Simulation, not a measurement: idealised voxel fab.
voxel ribs on slabs: a process module
Shown is cross-section cut, with a width of 145 nm and square cells of size 5 nm.
The cross-sections in this document take the form of a grid made of square cells. They are written out as bands, in order from top to bottom. Each band consists of one or more rows of cells.
Top, bottom (nm), then materials left to right with widths (nm); lone material tagged "throughout" fills the whole band edge to edge; "air" = empty space.
Heights from 0 (as-received wafer is one material below). Bottom band endless downward, as "0 and below".
Width: "30 to 40" (first number = top row, second number = bottom row, same change from row to row of cells).
Where a step carries "nothing changed", the cross-section came out of it unchanged, cell for cell.
Empty spaces counting at least 8 cells and having no open way to the top are listed in "Sealed-off cavities". The notation width x height at distance is used for each, the distance being from the left edge and all three values in nm.
Read whatever lies past the settings on a step's line as the simulator's own remark about the step.
The line of a step may include "overlay nm". On a step with a mask, this value is how far to the right of its planned place the mask lay. A negative value means the mask lay to the left.

The following list gives the planned process steps
1) RECEIVE: material Si
2) DIRECTIONAL_DEP: material SiO2, thk nm 25
3) DIRECTIONAL_DEP: material polySi, thk nm 15
4) DIRECTIONAL_DEP: material aC, thk nm 10
5) PATTERN: tone cover, mask id RIB, material resist, width nm 15, thk nm 30, overlay nm 0
6) DIRECTIONAL_ETCH: etch materials aC, depth nm 10
7) STRIP: etch materials resist
8) DIRECTIONAL_ETCH: etch materials polySi, depth nm 10
9) STRIP: etch materials aC
10) MASKED_ETCH: tone cover, mask id SLAB, width nm 55, etch materials polySi, depth nm 5, overlay nm 0
11) FILL_DEP: material SiO2, thk nm 25
12) CMP: height nm 55
13) DIRECTIONAL_DEP: material TiN, thk nm 10
14) PATTERN: tone cover, mask id HEATER, material resist, width nm 25, thk nm 20, overlay nm 0
15) DIRECTIONAL_ETCH: etch materials TiN, depth nm 10
16) STRIP: etch materials resist
17) CONFORMAL_DEP: material SiO2, thk nm 5

Shown in cross-section is the wafer as received, that is, as it stands after step 1
    0 and below | Si throughout
    Sealed-off cavities: none

Same starting wafer, same plan as above, one mistake in the execution; this is the cross-section at the end of the module
    70 down to 65 | air 55, SiO2 35, air 55
    65 down to 60 | air 55, SiO2 5, TiN 25, SiO2 5, air 55
    60 down to 55 | SiO2 60, TiN 25, SiO2 60
    55 down to 40 | SiO2 throughout
    40 down to 30 | SiO2 75, polySi 15, SiO2 55
    30 down to 25 | SiO2 45, polySi 55, SiO2 45
    25 down to 0 | SiO2 throughout
    0 and below | Si throughout
    Sealed-off cavities: none
Run error: rather than as planned, step 5 actually ran as PATTERN: tone cover, mask id RIB, material resist, width nm 15, thk nm 30, overlay nm 10
